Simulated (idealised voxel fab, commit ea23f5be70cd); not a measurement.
process module | voxel gate over fins
cross-section cut | 230 nm wide | cells 5 nm
A cross-section is a grid of square cells, given in bands from the top down. A band is one or more rows of cells.
Each band's line starts with the height of the band's top and of its bottom, in nm. Then come its materials from left to right, each with its width in nm. One material with "throughout" fills the band from edge to edge. "air" is empty space.
Height 0 is the level under which the wafer as received is all one material. The lowest band goes on downwards, as in "0 down".
A width such as "30 to 40" changes by the same amount from each row of cells to the next, from the band's top row to its bottom row.
"no change" after a step means that no cell of the cross-section changed.
closed voids: empty space of 8 cells or more with no open way to the top, each as width x height at its distance from the left edge, in nm
after a step's settings: what the simulator itself notes on the step
overlay nm, on a step with a mask: how far to the right of its planned place the mask lay; to the left if negative
Each pair below shows a cross-section before one step and the cross-section after it, down to the lowest band that changed. The line under each pair gives the step between them, with its settings. The pairs can come from different runs of this module on the same starting wafer, so a pair continues from the pair above only where its "before" says so.
before
  0 down: Si throughout
  closed voids: none
after
  5 to 0: SiN throughout
  below 0: unchanged
  closed voids: none
the step between: op CONFORMAL_DEP | material SiN | thk nm 5
before: the cross-section after the pair above
after
  20 to 5: aC throughout
  below 5: unchanged
  closed voids: none
the step between: op DIRECTIONAL_DEP | material aC | thk nm 15
before: the cross-section after the pair above
after
  50 to 20: air 40 | resist 15 | air 30 | resist 15 | air 30 | resist 15 | air 30 | resist 15 | air 40
  below 20: unchanged
  closed voids: none
the step between: op PATTERN | tone cover | mask id FINS | material resist | width nm 15 | pitch nm 45 | thk nm 30 | overlay nm 0
before: the cross-section after the pair above
after
  35 to 20: air 40 | resist 15 | air 30 | resist 15 | air 30 | resist 15 | air 30 | resist 15 | air 40
  20 to 5: air 40 | aC 15 | air 30 | aC 15 | air 30 | aC 15 | air 30 | aC 15 | air 40
  below 5: unchanged
  closed voids: none
the step between: op DIRECTIONAL_ETCH | etch materials aC | depth nm 15
before: the cross-section after the pair above
after
  20 to 5: air 40 | aC 15 | air 30 | aC 15 | air 30 | aC 15 | air 30 | aC 15 | air 40
  below 5: unchanged
  closed voids: none
the step between: op STRIP | etch materials resist
before: the cross-section after the pair above
after
  20 to 5: air 40 | aC 15 | air 30 | aC 15 | air 30 | aC 15 | air 30 | aC 15 | air 40
  5 to 0: air 40 | SiN 15 | air 30 | SiN 15 | air 30 | SiN 15 | air 30 | SiN 15 | air 40
  below 0: unchanged
  closed voids: none
the step between: op DIRECTIONAL_ETCH | etch materials SiN | depth nm 5
before: the cross-section after the pair above
after
  20 to 5: air 40 | aC 15 | air 30 | aC 15 | air 30 | aC 15 | air 30 | aC 15 | air 40
  5 to 0: air 40 | SiN 15 | air 30 | SiN 15 | air 30 | SiN 15 | air 30 | SiN 15 | air 40
  0 to -40: air 40 | Si 15 | air 30 | Si 15 | air 30 | Si 15 | air 30 | Si 15 | air 40
  below -40: unchanged
  closed voids: none
the step between: op DIRECTIONAL_ETCH | etch materials Si | depth nm 40
before: the cross-section after the pair above
after
  5 to 0: air 40 | SiN 15 | air 30 | SiN 15 | air 30 | SiN 15 | air 30 | SiN 15 | air 40
  below 0: unchanged
  closed voids: none
the step between: op STRIP | etch materials aC
before: the cross-section after the pair above
after
  5 to 0: air 40 | SiN 15 | air 30 | SiN 15 | air 30 | SiN 15 | air 30 | SiN 15 | air 40
  0 to -40: air 40 | SiO2 5 | Si 5 | SiO2 5 | air 30 | SiO2 5 | Si 5 | SiO2 5 | air 30 | SiO2 5 | Si 5 | SiO2 5 | air 30 | SiO2 5 | Si 5 | SiO2 5 | air 40
  -40 to -45: SiO2 45 | Si 5 | SiO2 40 | Si 5 | SiO2 40 | Si 5 | SiO2 40 | Si 5 | SiO2 45
  below -45: unchanged
  closed voids: none
the step between: op OXIDIZE | depth nm 5
before: the cross-section after the pair above
after
  20 to 5: SiO2 throughout
  5 to 0: SiO2 40 | SiN 15 | SiO2 30 | SiN 15 | SiO2 30 | SiN 15 | SiO2 30 | SiN 15 | SiO2 40
  0 to -45: SiO2 45 | Si 5 | SiO2 40 | Si 5 | SiO2 40 | Si 5 | SiO2 40 | Si 5 | SiO2 45
  below -45: unchanged
  closed voids: none
the step between: op FILL_DEP | material SiO2 | thk nm 15
before: the cross-section after the pair above
after
  5 to 0: SiO2 40 | SiN 15 | SiO2 30 | SiN 15 | SiO2 30 | SiN 15 | SiO2 30 | SiN 15 | SiO2 40
  below 0: unchanged
  closed voids: none
the step between: op CMP | height nm 5
before: the cross-section after the pair above
after
  5 to 0: air 40 | SiN 15 | air 30 | SiN 15 | air 30 | SiN 15 | air 30 | SiN 15 | air 40
  0 to -10: air 45 | Si 5 | air 40 | Si 5 | air 40 | Si 5 | air 40 | Si 5 | air 45
  below -10: unchanged
  closed voids: none
the step between: op SELECTIVE_ETCH | etch materials SiO2 | depth nm 15
before: the cross-section after the pair above
after
  0 to -10: air 45 | Si 5 | air 40 | Si 5 | air 40 | Si 5 | air 40 | Si 5 | air 45
  below -10: unchanged
  closed voids: none
the step between: op STRIP | etch materials SiN
before: the cross-section after the pair above
after
  5 to 0: air 40 | HfO2 15 | air 30 | HfO2 15 | air 30 | HfO2 15 | air 30 | HfO2 15 | air 40
  0 to -5: air 40 | HfO2 5 | Si 5 | HfO2 5 | air 30 | HfO2 5 | Si 5 | HfO2 5 | air 30 | HfO2 5 | Si 5 | HfO2 5 | air 30 | HfO2 5 | Si 5 | HfO2 5 | air 40
  -5 to -10: HfO2 45 | Si 5 | HfO2 40 | Si 5 | HfO2 40 | Si 5 | HfO2 40 | Si 5 | HfO2 45
  below -10: unchanged
  closed voids: none
the step between: op CONFORMAL_DEP | material HfO2 | thk nm 5
before: the cross-section after the pair above
after
  10 to 5: air 35 | TiN 25 | air 20 | TiN 25 | air 20 | TiN 25 | air 20 | TiN 25 | air 35
  5 to 0: air 35 | TiN 5 | HfO2 15 | TiN 5 | air 20 | TiN 5 | HfO2 15 | TiN 5 | air 20 | TiN 5 | HfO2 15 | TiN 5 | air 20 | TiN 5 | HfO2 15 | TiN 5 | air 35
  0 to -5: TiN 40 | HfO2 5 | Si 5 | HfO2 5 | TiN 30 | HfO2 5 | Si 5 | HfO2 5 | TiN 30 | HfO2 5 | Si 5 | HfO2 5 | TiN 30 | HfO2 5 | Si 5 | HfO2 5 | TiN 40
  below -5: unchanged
  closed voids: none
the step between: op CONFORMAL_DEP | material TiN | thk nm 5
before: the cross-section after the pair above
after
  15 to 10: air 30 | TiAl 35 | air 10 | TiAl 35 | air 10 | TiAl 35 | air 10 | TiAl 35 | air 30
  10 to 5: air 30 | TiAl 5 | TiN 25 | TiAl 5 | air 10 | TiAl 5 | TiN 25 | TiAl 5 | air 10 | TiAl 5 | TiN 25 | TiAl 5 | air 10 | TiAl 5 | TiN 25 | TiAl 5 | air 30
  5 to 0: TiAl 35 | TiN 5 | HfO2 15 | TiN 5 | TiAl 20 | TiN 5 | HfO2 15 | TiN 5 | TiAl 20 | TiN 5 | HfO2 15 | TiN 5 | TiAl 20 | TiN 5 | HfO2 15 | TiN 5 | TiAl 35
  below 0: unchanged
  closed voids: none
the step between: op CONFORMAL_DEP | material TiAl | thk nm 5
before: the cross-section after the pair above
after
  20 to 15: air 25 | TiN 180 | air 25
  15 to 10: air 25 | TiN 5 | TiAl 35 | TiN 10 | TiAl 35 | TiN 10 | TiAl 35 | TiN 10 | TiAl 35 | TiN 5 | air 25
  10 to 5: TiN 30 | TiAl 5 | TiN 25 | TiAl 5 | TiN 10 | TiAl 5 | TiN 25 | TiAl 5 | TiN 10 | TiAl 5 | TiN 25 | TiAl 5 | TiN 10 | TiAl 5 | TiN 25 | TiAl 5 | TiN 30
  below 5: unchanged
  closed voids: none
the step between: op CONFORMAL_DEP | material TiN | thk nm 5
before: the cross-section after the pair above
after
  30 to 20: W throughout
  20 to 15: W 25 | TiN 180 | W 25
  15 to 10: W 25 | TiN 5 | TiAl 35 | TiN 10 | TiAl 35 | TiN 10 | TiAl 35 | TiN 10 | TiAl 35 | TiN 5 | W 25
  below 10: unchanged
  closed voids: none
the step between: op FILL_DEP | material W | thk nm 10
before: the cross-section after the pair above
after
  25 to 20: W throughout
  below 20: unchanged
  closed voids: none
the step between: op CMP | height nm 25
before: the cross-section after the pair above
after
  35 to 25: SiN throughout
  below 25: unchanged
  closed voids: none
the step between: op CONFORMAL_DEP | material SiN | thk nm 10
before
  5 to 0: air 40 | HfO2 15 | air 30 | HfO2 15 | air 30 | HfO2 15 | air 30 | HfO2 15 | air 40
  0 to -5: air 40 | HfO2 5 | Si 5 | HfO2 5 | air 30 | HfO2 5 | Si 5 | HfO2 5 | air 30 | HfO2 5 | Si 5 | HfO2 5 | air 30 | HfO2 5 | Si 5 | HfO2 5 | air 40
  -5 to -10: HfO2 45 | Si 5 | HfO2 40 | Si 5 | HfO2 40 | Si 5 | HfO2 40 | Si 5 | HfO2 45
  -10 to -45: SiO2 45 | Si 5 | SiO2 40 | Si 5 | SiO2 40 | Si 5 | SiO2 40 | Si 5 | SiO2 45
  -45 down: Si throughout
  closed voids: none
after
  10 to 5: air 35 | TiAl 25 | air 20 | TiAl 25 | air 20 | TiAl 25 | air 20 | TiAl 25 | air 35
  5 to 0: air 35 | TiAl 5 | HfO2 15 | TiAl 5 | air 20 | TiAl 5 | HfO2 15 | TiAl 5 | air 20 | TiAl 5 | HfO2 15 | TiAl 5 | air 20 | TiAl 5 | HfO2 15 | TiAl 5 | air 35
  0 to -5: TiAl 40 | HfO2 5 | Si 5 | HfO2 5 | TiAl 30 | HfO2 5 | Si 5 | HfO2 5 | TiAl 30 | HfO2 5 | Si 5 | HfO2 5 | TiAl 30 | HfO2 5 | Si 5 | HfO2 5 | TiAl 40
  below -5: unchanged
  closed voids: none
the step between: op CONFORMAL_DEP | material TiAl | thk nm 5
before: the cross-section after the pair above
after
  15 to 10: air 30 | TiN 35 | air 10 | TiN 35 | air 10 | TiN 35 | air 10 | TiN 35 | air 30
  10 to 5: air 30 | TiN 5 | TiAl 25 | TiN 5 | air 10 | TiN 5 | TiAl 25 | TiN 5 | air 10 | TiN 5 | TiAl 25 | TiN 5 | air 10 | TiN 5 | TiAl 25 | TiN 5 | air 30
  5 to 0: TiN 35 | TiAl 5 | HfO2 15 | TiAl 5 | TiN 20 | TiAl 5 | HfO2 15 | TiAl 5 | TiN 20 | TiAl 5 | HfO2 15 | TiAl 5 | TiN 20 | TiAl 5 | HfO2 15 | TiAl 5 | TiN 35
  below 0: unchanged
  closed voids: none
the step between: op CONFORMAL_DEP | material TiN | thk nm 5
before: the cross-section after the pair above
after
  25 to 15: W throughout
  15 to 10: W 30 | TiN 35 | W 10 | TiN 35 | W 10 | TiN 35 | W 10 | TiN 35 | W 30
  10 to 5: W 30 | TiN 5 | TiAl 25 | TiN 5 | W 10 | TiN 5 | TiAl 25 | TiN 5 | W 10 | TiN 5 | TiAl 25 | TiN 5 | W 10 | TiN 5 | TiAl 25 | TiN 5 | W 30
  below 5: unchanged
  closed voids: none
the step between: op FILL_DEP | material W | thk nm 10
before: the cross-section after the pair above
after
  35 to 25: SiN throughout
  below 25: unchanged
  closed voids: none
the step between: op CONFORMAL_DEP | material SiN | thk nm 10
before
  5 to 0: air 40 | SiN 15 | air 30 | SiN 15 | air 30 | SiN 15 | air 30 | SiN 15 | air 40
  0 to -10: air 45 | Si 5 | air 40 | Si 5 | air 40 | Si 5 | air 40 | Si 5 | air 45
  -10 to -45: SiO2 45 | Si 5 | SiO2 40 | Si 5 | SiO2 40 | Si 5 | SiO2 40 | Si 5 | SiO2 45
  -45 down: Si throughout
  closed voids: none
after
  5 to 0: air 40 | SiN 15 | air 30 | SiN 15 | air 30 | SiN 15 | air 30 | SiN 15 | air 40
  0 to -25: air 45 | Si 5 | air 40 | Si 5 | air 40 | Si 5 | air 40 | Si 5 | air 45
  below -25: unchanged
  closed voids: none
the step between: op SELECTIVE_ETCH | etch materials SiO2 | depth nm 15
before: the cross-section after the pair above
after
  0 to -25: air 45 | Si 5 | air 40 | Si 5 | air 40 | Si 5 | air 40 | Si 5 | air 45
  below -25: unchanged
  closed voids: none
the step between: op STRIP | etch materials SiN
before: the cross-section after the pair above
after
  5 to 0: air 40 | HfO2 15 | air 30 | HfO2 15 | air 30 | HfO2 15 | air 30 | HfO2 15 | air 40
  0 to -20: air 40 | HfO2 5 | Si 5 | HfO2 5 | air 30 | HfO2 5 | Si 5 | HfO2 5 | air 30 | HfO2 5 | Si 5 | HfO2 5 | air 30 | HfO2 5 | Si 5 | HfO2 5 | air 40
  -20 to -25: HfO2 45 | Si 5 | HfO2 40 | Si 5 | HfO2 40 | Si 5 | HfO2 40 | Si 5 | HfO2 45
  below -25: unchanged
  closed voids: none
the step between: op CONFORMAL_DEP | material HfO2 | thk nm 5
before: the cross-section after the pair above
after
  10 to 5: air 35 | TiN 25 | air 20 | TiN 25 | air 20 | TiN 25 | air 20 | TiN 25 | air 35
  5 to 0: air 35 | TiN 5 | HfO2 15 | TiN 5 | air 20 | TiN 5 | HfO2 15 | TiN 5 | air 20 | TiN 5 | HfO2 15 | TiN 5 | air 20 | TiN 5 | HfO2 15 | TiN 5 | air 35
  0 to -15: air 35 | TiN 5 | HfO2 5 | Si 5 | HfO2 5 | TiN 5 | air 20 | TiN 5 | HfO2 5 | Si 5 | HfO2 5 | TiN 5 | air 20 | TiN 5 | HfO2 5 | Si 5 | HfO2 5 | TiN 5 | air 20 | TiN 5 | HfO2 5 | Si 5 | HfO2 5 | TiN 5 | air 35
  -15 to -20: TiN 40 | HfO2 5 | Si 5 | HfO2 5 | TiN 30 | HfO2 5 | Si 5 | HfO2 5 | TiN 30 | HfO2 5 | Si 5 | HfO2 5 | TiN 30 | HfO2 5 | Si 5 | HfO2 5 | TiN 40
  below -20: unchanged
  closed voids: none
the step between: op CONFORMAL_DEP | material TiN | thk nm 5
before: the cross-section after the pair above
after
  15 to 10: air 30 | TiAl 35 | air 10 | TiAl 35 | air 10 | TiAl 35 | air 10 | TiAl 35 | air 30
  10 to 5: air 30 | TiAl 5 | TiN 25 | TiAl 5 | air 10 | TiAl 5 | TiN 25 | TiAl 5 | air 10 | TiAl 5 | TiN 25 | TiAl 5 | air 10 | TiAl 5 | TiN 25 | TiAl 5 | air 30
  5 to 0: air 30 | TiAl 5 | TiN 5 | HfO2 15 | TiN 5 | TiAl 5 | air 10 | TiAl 5 | TiN 5 | HfO2 15 | TiN 5 | TiAl 5 | air 10 | TiAl 5 | TiN 5 | HfO2 15 | TiN 5 | TiAl 5 | air 10 | TiAl 5 | TiN 5 | HfO2 15 | TiN 5 | TiAl 5 | air 30
  0 to -10: air 30 | TiAl 5 | TiN 5 | HfO2 5 | Si 5 | HfO2 5 | TiN 5 | TiAl 5 | air 10 | TiAl 5 | TiN 5 | HfO2 5 | Si 5 | HfO2 5 | TiN 5 | TiAl 5 | air 10 | TiAl 5 | TiN 5 | HfO2 5 | Si 5 | HfO2 5 | TiN 5 | TiAl 5 | air 10 | TiAl 5 | TiN 5 | HfO2 5 | Si 5 | HfO2 5 | TiN 5 | TiAl 5 | air 30
  -10 to -15: TiAl 35 | TiN 5 | HfO2 5 | Si 5 | HfO2 5 | TiN 5 | TiAl 20 | TiN 5 | HfO2 5 | Si 5 | HfO2 5 | TiN 5 | TiAl 20 | TiN 5 | HfO2 5 | Si 5 | HfO2 5 | TiN 5 | TiAl 20 | TiN 5 | HfO2 5 | Si 5 | HfO2 5 | TiN 5 | TiAl 35
  below -15: unchanged
  closed voids: none
the step between: op CONFORMAL_DEP | material TiAl | thk nm 5
before: the cross-section after the pair above
after
  20 to 15: air 25 | TiN 180 | air 25
  15 to 10: air 25 | TiN 5 | TiAl 35 | TiN 10 | TiAl 35 | TiN 10 | TiAl 35 | TiN 10 | TiAl 35 | TiN 5 | air 25
  10 to 5: air 25 | TiN 5 | TiAl 5 | TiN 25 | TiAl 5 | TiN 10 | TiAl 5 | TiN 25 | TiAl 5 | TiN 10 | TiAl 5 | TiN 25 | TiAl 5 | TiN 10 | TiAl 5 | TiN 25 | TiAl 5 | TiN 5 | air 25
  5 to 0: air 25 | TiN 5 | TiAl 5 | TiN 5 | HfO2 15 | TiN 5 | TiAl 5 | TiN 10 | TiAl 5 | TiN 5 | HfO2 15 | TiN 5 | TiAl 5 | TiN 10 | TiAl 5 | TiN 5 | HfO2 15 | TiN 5 | TiAl 5 | TiN 10 | TiAl 5 | TiN 5 | HfO2 15 | TiN 5 | TiAl 5 | TiN 5 | air 25
  0 to -5: air 25 | TiN 5 | TiAl 5 | TiN 5 | HfO2 5 | Si 5 | HfO2 5 | TiN 5 | TiAl 5 | TiN 10 | TiAl 5 | TiN 5 | HfO2 5 | Si 5 | HfO2 5 | TiN 5 | TiAl 5 | TiN 10 | TiAl 5 | TiN 5 | HfO2 5 | Si 5 | HfO2 5 | TiN 5 | TiAl 5 | TiN 10 | TiAl 5 | TiN 5 | HfO2 5 | Si 5 | HfO2 5 | TiN 5 | TiAl 5 | TiN 5 | air 25
  -5 to -10: TiN 30 | TiAl 5 | TiN 5 | HfO2 5 | Si 5 | HfO2 5 | TiN 5 | TiAl 5 | TiN 10 | TiAl 5 | TiN 5 | HfO2 5 | Si 5 | HfO2 5 | TiN 5 | TiAl 5 | TiN 10 | TiAl 5 | TiN 5 | HfO2 5 | Si 5 | HfO2 5 | TiN 5 | TiAl 5 | TiN 10 | TiAl 5 | TiN 5 | HfO2 5 | Si 5 | HfO2 5 | TiN 5 | TiAl 5 | TiN 30
  below -10: unchanged
  closed voids: none
the step between: op CONFORMAL_DEP | material TiN | thk nm 5
before: the cross-section after the pair above
after
  30 to 20: W throughout
  20 to 15: W 25 | TiN 180 | W 25
  15 to 10: W 25 | TiN 5 | TiAl 35 | TiN 10 | TiAl 35 | TiN 10 | TiAl 35 | TiN 10 | TiAl 35 | TiN 5 | W 25
  10 to 5: W 25 | TiN 5 | TiAl 5 | TiN 25 | TiAl 5 | TiN 10 | TiAl 5 | TiN 25 | TiAl 5 | TiN 10 | TiAl 5 | TiN 25 | TiAl 5 | TiN 10 | TiAl 5 | TiN 25 | TiAl 5 | TiN 5 | W 25
  5 to 0: W 25 | TiN 5 | TiAl 5 | TiN 5 | HfO2 15 | TiN 5 | TiAl 5 | TiN 10 | TiAl 5 | TiN 5 | HfO2 15 | TiN 5 | TiAl 5 | TiN 10 | TiAl 5 | TiN 5 | HfO2 15 | TiN 5 | TiAl 5 | TiN 10 | TiAl 5 | TiN 5 | HfO2 15 | TiN 5 | TiAl 5 | TiN 5 | W 25
  0 to -5: W 25 | TiN 5 | TiAl 5 | TiN 5 | HfO2 5 | Si 5 | HfO2 5 | TiN 5 | TiAl 5 | TiN 10 | TiAl 5 | TiN 5 | HfO2 5 | Si 5 | HfO2 5 | TiN 5 | TiAl 5 | TiN 10 | TiAl 5 | TiN 5 | HfO2 5 | Si 5 | HfO2 5 | TiN 5 | TiAl 5 | TiN 10 | TiAl 5 | TiN 5 | HfO2 5 | Si 5 | HfO2 5 | TiN 5 | TiAl 5 | TiN 5 | W 25
  below -5: unchanged
  closed voids: none
the step between: op FILL_DEP | material W | thk nm 10
before: the cross-section after the pair above
after
  25 to 20: W throughout
  below 20: unchanged
  closed voids: none
the step between: op CMP | height nm 25
before: the cross-section after the pair above
after
  35 to 25: SiN throughout
  below 25: unchanged
  closed voids: none
the step between: op CONFORMAL_DEP | material SiN | thk nm 10
before
  0 to -10: air 45 | Si 5 | air 40 | Si 5 | air 40 | Si 5 | air 40 | Si 5 | air 45
  -10 to -45: SiO2 45 | Si 5 | SiO2 40 | Si 5 | SiO2 40 | Si 5 | SiO2 40 | Si 5 | SiO2 45
  -45 down: Si throughout
  closed voids: none
after
  5 to 0: air 40 | TiN 15 | air 30 | TiN 15 | air 30 | TiN 15 | air 30 | TiN 15 | air 40
  0 to -5: air 40 | TiN 5 | Si 5 | TiN 5 | air 30 | TiN 5 | Si 5 | TiN 5 | air 30 | TiN 5 | Si 5 | TiN 5 | air 30 | TiN 5 | Si 5 | TiN 5 | air 40
  -5 to -10: TiN 45 | Si 5 | TiN 40 | Si 5 | TiN 40 | Si 5 | TiN 40 | Si 5 | TiN 45
  below -10: unchanged
  closed voids: none
the step between: op CONFORMAL_DEP | material TiN | thk nm 5
before: the cross-section after the pair above
after
  10 to 5: air 35 | HfO2 25 | air 20 | HfO2 25 | air 20 | HfO2 25 | air 20 | HfO2 25 | air 35
  5 to 0: air 35 | HfO2 5 | TiN 15 | HfO2 5 | air 20 | HfO2 5 | TiN 15 | HfO2 5 | air 20 | HfO2 5 | TiN 15 | HfO2 5 | air 20 | HfO2 5 | TiN 15 | HfO2 5 | air 35
  0 to -5: HfO2 40 | TiN 5 | Si 5 | TiN 5 | HfO2 30 | TiN 5 | Si 5 | TiN 5 | HfO2 30 | TiN 5 | Si 5 | TiN 5 | HfO2 30 | TiN 5 | Si 5 | TiN 5 | HfO2 40
  below -5: unchanged
  closed voids: none
the step between: op CONFORMAL_DEP | material HfO2 | thk nm 5
before: the cross-section after the pair above
after
  15 to 10: air 30 | TiAl 35 | air 10 | TiAl 35 | air 10 | TiAl 35 | air 10 | TiAl 35 | air 30
  10 to 5: air 30 | TiAl 5 | HfO2 25 | TiAl 5 | air 10 | TiAl 5 | HfO2 25 | TiAl 5 | air 10 | TiAl 5 | HfO2 25 | TiAl 5 | air 10 | TiAl 5 | HfO2 25 | TiAl 5 | air 30
  5 to 0: TiAl 35 | HfO2 5 | TiN 15 | HfO2 5 | TiAl 20 | HfO2 5 | TiN 15 | HfO2 5 | TiAl 20 | HfO2 5 | TiN 15 | HfO2 5 | TiAl 20 | HfO2 5 | TiN 15 | HfO2 5 | TiAl 35
  below 0: unchanged
  closed voids: none
the step between: op CONFORMAL_DEP | material TiAl | thk nm 5
before: the cross-section after the pair above
after
  20 to 15: air 25 | TiN 180 | air 25
  15 to 10: air 25 | TiN 5 | TiAl 35 | TiN 10 | TiAl 35 | TiN 10 | TiAl 35 | TiN 10 | TiAl 35 | TiN 5 | air 25
  10 to 5: TiN 30 | TiAl 5 | HfO2 25 | TiAl 5 | TiN 10 | TiAl 5 | HfO2 25 | TiAl 5 | TiN 10 | TiAl 5 | HfO2 25 | TiAl 5 | TiN 10 | TiAl 5 | HfO2 25 | TiAl 5 | TiN 30
  below 5: unchanged
  closed voids: none
the step between: op CONFORMAL_DEP | material TiN | thk nm 5
before: the cross-section after the pair above
after
  30 to 20: W throughout
  20 to 15: W 25 | TiN 180 | W 25
  15 to 10: W 25 | TiN 5 | TiAl 35 | TiN 10 | TiAl 35 | TiN 10 | TiAl 35 | TiN 10 | TiAl 35 | TiN 5 | W 25
  below 10: unchanged
  closed voids: none
the step between: op FILL_DEP | material W | thk nm 10
before: the cross-section after the pair above
after
  25 to 20: W throughout
  below 20: unchanged
  closed voids: none
the step between: op CMP | height nm 25
before: the cross-section after the pair above
after
  35 to 25: SiN throughout
  below 25: unchanged
  closed voids: none
the step between: op CONFORMAL_DEP | material SiN | thk nm 10
before
  25 to 20: W throughout
  20 to 15: W 25 | TiN 180 | W 25
  15 to 10: W 25 | TiN 5 | TiAl 35 | TiN 10 | TiAl 35 | TiN 10 | TiAl 35 | TiN 10 | TiAl 35 | TiN 5 | W 25
  10 to 5: TiN 30 | TiAl 5 | TiN 25 | TiAl 5 | TiN 10 | TiAl 5 | TiN 25 | TiAl 5 | TiN 10 | TiAl 5 | TiN 25 | TiAl 5 | TiN 10 | TiAl 5 | TiN 25 | TiAl 5 | TiN 30
  5 to 0: TiAl 35 | TiN 5 | HfO2 15 | TiN 5 | TiAl 20 | TiN 5 | HfO2 15 | TiN 5 | TiAl 20 | TiN 5 | HfO2 15 | TiN 5 | TiAl 20 | TiN 5 | HfO2 15 | TiN 5 | TiAl 35
  0 to -5: TiN 40 | HfO2 5 | Si 5 | HfO2 5 | TiN 30 | HfO2 5 | Si 5 | HfO2 5 | TiN 30 | HfO2 5 | Si 5 | HfO2 5 | TiN 30 | HfO2 5 | Si 5 | HfO2 5 | TiN 40
  -5 to -10: HfO2 45 | Si 5 | HfO2 40 | Si 5 | HfO2 40 | Si 5 | HfO2 40 | Si 5 | HfO2 45
  -10 to -45: SiO2 45 | Si 5 | SiO2 40 | Si 5 | SiO2 40 | Si 5 | SiO2 40 | Si 5 | SiO2 45
  -45 down: Si throughout
  closed voids: none
after
  30 to 25: SiN throughout
  below 25: unchanged
  closed voids: none
the step between: op CONFORMAL_DEP | material SiN | thk nm 5
before
  20 to 5: aC throughout
  5 to 0: SiN throughout
  0 down: Si throughout
  closed voids: none
after
  50 to 20: air 40 | resist 20 | air 25 | resist 20 | air 25 | resist 20 | air 25 | resist 20 | air 35
  below 20: unchanged
  closed voids: none
the step between: op PATTERN | tone cover | mask id FINS | material resist | width nm 20 | pitch nm 45 | thk nm 30 | overlay nm 0
before: the cross-section after the pair above
after
  35 to 20: air 40 | resist 20 | air 25 | resist 20 | air 25 | resist 20 | air 25 | resist 20 | air 35
  20 to 5: air 40 | aC 20 | air 25 | aC 20 | air 25 | aC 20 | air 25 | aC 20 | air 35
  below 5: unchanged
  closed voids: none
the step between: op DIRECTIONAL_ETCH | etch materials aC | depth nm 15
before: the cross-section after the pair above
after
  20 to 5: air 40 | aC 20 | air 25 | aC 20 | air 25 | aC 20 | air 25 | aC 20 | air 35
  below 5: unchanged
  closed voids: none
the step between: op STRIP | etch materials resist
before: the cross-section after the pair above
after
  20 to 5: air 40 | aC 20 | air 25 | aC 20 | air 25 | aC 20 | air 25 | aC 20 | air 35
  5 to 0: air 40 | SiN 20 | air 25 | SiN 20 | air 25 | SiN 20 | air 25 | SiN 20 | air 35
  below 0: unchanged
  closed voids: none
the step between: op DIRECTIONAL_ETCH | etch materials SiN | depth nm 5
before: the cross-section after the pair above
after
  20 to 5: air 40 | aC 20 | air 25 | aC 20 | air 25 | aC 20 | air 25 | aC 20 | air 35
  5 to 0: air 40 | SiN 20 | air 25 | SiN 20 | air 25 | SiN 20 | air 25 | SiN 20 | air 35
  0 to -40: air 40 | Si 20 | air 25 | Si 20 | air 25 | Si 20 | air 25 | Si 20 | air 35
  below -40: unchanged
  closed voids: none
the step between: op DIRECTIONAL_ETCH | etch materials Si | depth nm 40
before: the cross-section after the pair above
after
  5 to 0: air 40 | SiN 20 | air 25 | SiN 20 | air 25 | SiN 20 | air 25 | SiN 20 | air 35
  below 0: unchanged
  closed voids: none
the step between: op STRIP | etch materials aC
before: the cross-section after the pair above
after
  5 to 0: air 40 | SiN 20 | air 25 | SiN 20 | air 25 | SiN 20 | air 25 | SiN 20 | air 35
  0 to -40: air 40 | SiO2 5 | Si 10 | SiO2 5 | air 25 | SiO2 5 | Si 10 | SiO2 5 | air 25 | SiO2 5 | Si 10 | SiO2 5 | air 25 | SiO2 5 | Si 10 | SiO2 5 | air 35
  -40 to -45: SiO2 45 | Si 10 | SiO2 35 | Si 10 | SiO2 35 | Si 10 | SiO2 35 | Si 10 | SiO2 40
  below -45: unchanged
  closed voids: none
the step between: op OXIDIZE | depth nm 5
before: the cross-section after the pair above
after
  20 to 5: SiO2 throughout
  5 to 0: SiO2 40 | SiN 20 | SiO2 25 | SiN 20 | SiO2 25 | SiN 20 | SiO2 25 | SiN 20 | SiO2 35
  0 to -45: SiO2 45 | Si 10 | SiO2 35 | Si 10 | SiO2 35 | Si 10 | SiO2 35 | Si 10 | SiO2 40
  below -45: unchanged
  closed voids: none
the step between: op FILL_DEP | material SiO2 | thk nm 15
before: the cross-section after the pair above
after
  5 to 0: SiO2 40 | SiN 20 | SiO2 25 | SiN 20 | SiO2 25 | SiN 20 | SiO2 25 | SiN 20 | SiO2 35
  below 0: unchanged
  closed voids: none
the step between: op CMP | height nm 5
before: the cross-section after the pair above
after
  5 to 0: air 40 | SiN 20 | air 25 | SiN 20 | air 25 | SiN 20 | air 25 | SiN 20 | air 35
  0 to -10: air 45 | Si 10 | air 35 | Si 10 | air 35 | Si 10 | air 35 | Si 10 | air 40
  below -10: unchanged
  closed voids: none
the step between: op SELECTIVE_ETCH | etch materials SiO2 | depth nm 15
before: the cross-section after the pair above
after
  0 to -10: air 45 | Si 10 | air 35 | Si 10 | air 35 | Si 10 | air 35 | Si 10 | air 40
  below -10: unchanged
  closed voids: none
the step between: op STRIP | etch materials SiN
before: the cross-section after the pair above
after
  5 to 0: air 40 | HfO2 20 | air 25 | HfO2 20 | air 25 | HfO2 20 | air 25 | HfO2 20 | air 35
  0 to -5: air 40 | HfO2 5 | Si 10 | HfO2 5 | air 25 | HfO2 5 | Si 10 | HfO2 5 | air 25 | HfO2 5 | Si 10 | HfO2 5 | air 25 | HfO2 5 | Si 10 | HfO2 5 | air 35
  -5 to -10: HfO2 45 | Si 10 | HfO2 35 | Si 10 | HfO2 35 | Si 10 | HfO2 35 | Si 10 | HfO2 40
  below -10: unchanged
  closed voids: none
the step between: op CONFORMAL_DEP | material HfO2 | thk nm 5
before: the cross-section after the pair above
after
  10 to 5: air 35 | TiN 30 | air 15 | TiN 30 | air 15 | TiN 30 | air 15 | TiN 30 | air 30
  5 to 0: air 35 | TiN 5 | HfO2 20 | TiN 5 | air 15 | TiN 5 | HfO2 20 | TiN 5 | air 15 | TiN 5 | HfO2 20 | TiN 5 | air 15 | TiN 5 | HfO2 20 | TiN 5 | air 30
  0 to -5: TiN 40 | HfO2 5 | Si 10 | HfO2 5 | TiN 25 | HfO2 5 | Si 10 | HfO2 5 | TiN 25 | HfO2 5 | Si 10 | HfO2 5 | TiN 25 | HfO2 5 | Si 10 | HfO2 5 | TiN 35
  below -5: unchanged
  closed voids: none
the step between: op CONFORMAL_DEP | material TiN | thk nm 5
before: the cross-section after the pair above
after
  15 to 10: air 30 | TiAl 40 | air 5 | TiAl 40 | air 5 | TiAl 40 | air 5 | TiAl 40 | air 25
  10 to 5: air 30 | TiAl 5 | TiN 30 | TiAl 5 | air 5 | TiAl 5 | TiN 30 | TiAl 5 | air 5 | TiAl 5 | TiN 30 | TiAl 5 | air 5 | TiAl 5 | TiN 30 | TiAl 5 | air 25
  5 to 0: TiAl 35 | TiN 5 | HfO2 20 | TiN 5 | TiAl 15 | TiN 5 | HfO2 20 | TiN 5 | TiAl 15 | TiN 5 | HfO2 20 | TiN 5 | TiAl 15 | TiN 5 | HfO2 20 | TiN 5 | TiAl 30
  below 0: unchanged
  closed voids: none
the step between: op CONFORMAL_DEP | material TiAl | thk nm 5
